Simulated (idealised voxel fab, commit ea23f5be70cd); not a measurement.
Documented hereafter: the process module known as voxel gate over fins.
Xsec cut, 255 nm wide, square cell size 5 nm.
Cross-section layout: square cells on a grid; listed as bands, top to bottom; a band spans one or more cell rows. The entry gives the band's vertical extent as a top height and a bottom height in nm, then its horizontal make-up as materials from left to right, each with a width in nm. "air" stands for empty space; a single material marked "full width" fills the band edge to edge. The reference from which all heights are counted is 0, the level beneath which the as-received wafer is entirely one material; the lowest band, having no lower bound, proceeds downward and is written after the example "0 and below". The notation "30..40" denotes a width that varies across the rows of cells in the band, beginning at the first number in the top row, finishing at the second number in the bottom row, and changing by an identical amount from each row to the next. Basically "remained the same" means that step didn't change any cell in the cross-section. Under "Entrapped void list" you'll find the enclosed gaps, the ones with no way out to the top, that are 8 cells or bigger; each reads width x height at distance, with distance counted from the left edge, everything in nm. Read whatever lies past the settings on a step's line as the simulator's own remark about the step. For masked steps, "overlay nm" on the step line gives how far right of plan the mask actually lay; a minus sign means it lay to the left.

Planned step list for the process:
- 1: RECEIVE [material Si]
- 2: CONFORMAL_DEP [material SiN] [thk nm 5]
- 3: DIRECTIONAL_DEP [material aC] [thk nm 15]
- 4: PATTERN [tone cover] [mask id FINS] [material resist] [width nm 15] [pitch nm 45] [thk nm 35] [overlay nm 0]
- 5: DIRECTIONAL_ETCH [etch materials aC] [depth nm 15]
- 6: STRIP [etch materials resist]
- 7: DIRECTIONAL_ETCH [etch materials SiN] [depth nm 5]
- 8: DIRECTIONAL_ETCH [etch materials Si] [depth nm 40]
- 9: STRIP [etch materials aC]
- 10: FILL_DEP [material SiO2] [thk nm 10]
- 11: CMP [height nm 5]
- 12: SELECTIVE_ETCH [etch materials SiO2] [depth nm 15]
- 13: STRIP [etch materials SiN]
- 14: CONFORMAL_DEP [material HfO2] [thk nm 5]
- 15: CONFORMAL_DEP [material TiN] [thk nm 5]
- 16: CONFORMAL_DEP [material TiAl] [thk nm 5]
- 17: CONFORMAL_DEP [material TiN] [thk nm 5]
- 18: FILL_DEP [material W] [thk nm 10]
- 19: CMP [height nm 25]
- 20: CONFORMAL_DEP [material SiCN] [thk nm 10]

As received (post step 1): cross-section:
0 and below = Si full width
Entrapped void list: none

Post-module cross-section: identical start and plan to those above, one misstep in execution:
35 down to 25 = SiCN full width
25 down to 15 = W full width
15 down to 5 = 80 of W / 90 of TiN / 85 of W
5 down to 0 = 90 of TiN / 25 of HfO2 / 20 of TiN / 25 of HfO2 / 95 of TiN
0 down to -5 = 90 of TiN / 5 of HfO2 / 15 of Si / 5 of HfO2 / 20 of TiN / 5 of HfO2 / 15 of Si / 5 of HfO2 / 95 of TiN
-5 down to -10 = 95 of HfO2 / 15 of Si / 30 of HfO2 / 15 of Si / 100 of HfO2
-10 down to -40 = 95 of SiO2 / 15 of Si / 30 of SiO2 / 15 of Si / 100 of SiO2
-40 and below = Si full width
Entrapped void list: none
The mistake made against the process plan was this: plan step 16 skipped
